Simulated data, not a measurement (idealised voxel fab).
process module | voxel air gaps
cross-section cut | 170 nm wide | cells 5 nm
A cross-section is a grid of square cells, given in bands from the top down. A band is one or more rows of cells.
Each band's line starts with the height of the band's top and of its bottom, in nm. Then come its materials from left to right, each with its width in nm. One material with "throughout" fills the band from edge to edge. "air" is empty space.
Height 0 is the level under which the wafer as received is all one material. The lowest band goes on downwards, as in "0 down".
A width such as "30 to 40" changes by the same amount from each row of cells to the next, from the band's top row to its bottom row.
"no change" after a step means that no cell of the cross-section changed.
closed voids: empty space of 8 cells or more with no open way to the top, each as width x height at its distance from the left edge, in nm
after a step's settings: what the simulator itself notes on the step
overlay nm, on a step with a mask: how far to the right of its planned place the mask lay; to the left if negative
plan
1 op RECEIVE | material Si
2 op CONFORMAL_DEP | material SiO2 | thk nm 15
3 op CONFORMAL_DEP | material SiCN | thk nm 5
4 op DIRECTIONAL_DEP | material lowk | thk nm 30
5 op MASKED_ETCH | tone open | mask id LINES | width nm 15 | pitch nm 45 | etch materials lowk | depth nm 30 | overlay nm 0
6 op CONFORMAL_DEP | material TiN | thk nm 5
7 op FILL_DEP | material Cu | thk nm 10
8 op CMP | height nm 50
9 op EPI | material Ru | thk nm 10
10 op SELECTIVE_ETCH | etch materials lowk | depth nm 40
11 op CONFORMAL_DEP | material SiCN | thk nm 5
as received, after step 1
  0 down: Si throughout
  closed voids: none
first wafer at the end, as planned
  65 to 60: air 15 | SiCN 135 | air 20
  60 to 50: air 15 | SiCN 5 | Ru 35 | SiCN 10 | Ru 35 | SiCN 10 | Ru 35 | SiCN 5 | air 20
  50 to 45: air 15 | SiCN 15 | TiN 5 | Cu 5 | TiN 5 | SiCN 30 | TiN 5 | Cu 5 | TiN 5 | SiCN 30 | TiN 5 | Cu 5 | TiN 5 | SiCN 15 | air 20
  45 to 25: air 25 | SiCN 5 | TiN 5 | Cu 5 | TiN 5 | SiCN 5 | air 20 | SiCN 5 | TiN 5 | Cu 5 | TiN 5 | SiCN 5 | air 20 | SiCN 5 | TiN 5 | Cu 5 | TiN 5 | SiCN 5 | air 30
  25 to 20: SiCN 30 | TiN 15 | SiCN 30 | TiN 15 | SiCN 30 | TiN 15 | SiCN 35
  20 to 15: SiCN throughout
  15 to 0: SiO2 throughout
  0 down: Si throughout
  closed voids: 20 x 20 at 50; 20 x 20 at 95
second wafer at the end: like start, like plan, one mistake
  75 to 70: air 5 | SiCN 155 | air 10
  70 to 50: air 5 | SiCN 5 | Ru 145 | SiCN 5 | air 10
  50 to 45: air 5 | SiCN 25 | TiN 5 | Cu 5 | TiN 5 | lowk 30 | TiN 5 | Cu 5 | TiN 5 | lowk 30 | TiN 5 | Cu 5 | TiN 5 | SiCN 25 | air 10
  45 to 25: air 25 | SiCN 5 | TiN 5 | Cu 5 | TiN 5 | lowk 30 | TiN 5 | Cu 5 | TiN 5 | lowk 30 | TiN 5 | Cu 5 | TiN 5 | SiCN 5 | air 30
  25 to 20: SiCN 30 | TiN 15 | lowk 30 | TiN 15 | lowk 30 | TiN 15 | SiCN 35
  20 to 15: SiCN throughout
  15 to 0: SiO2 throughout
  0 down: Si throughout
  closed voids: none
what went wrong: step 9 was run twice
at the end the second wafer has, in cells: 74 more of Ru | 36 fewer of SiCN | 72 more of lowk
closed voids at the end (first wafer, second wafer): 2, 0
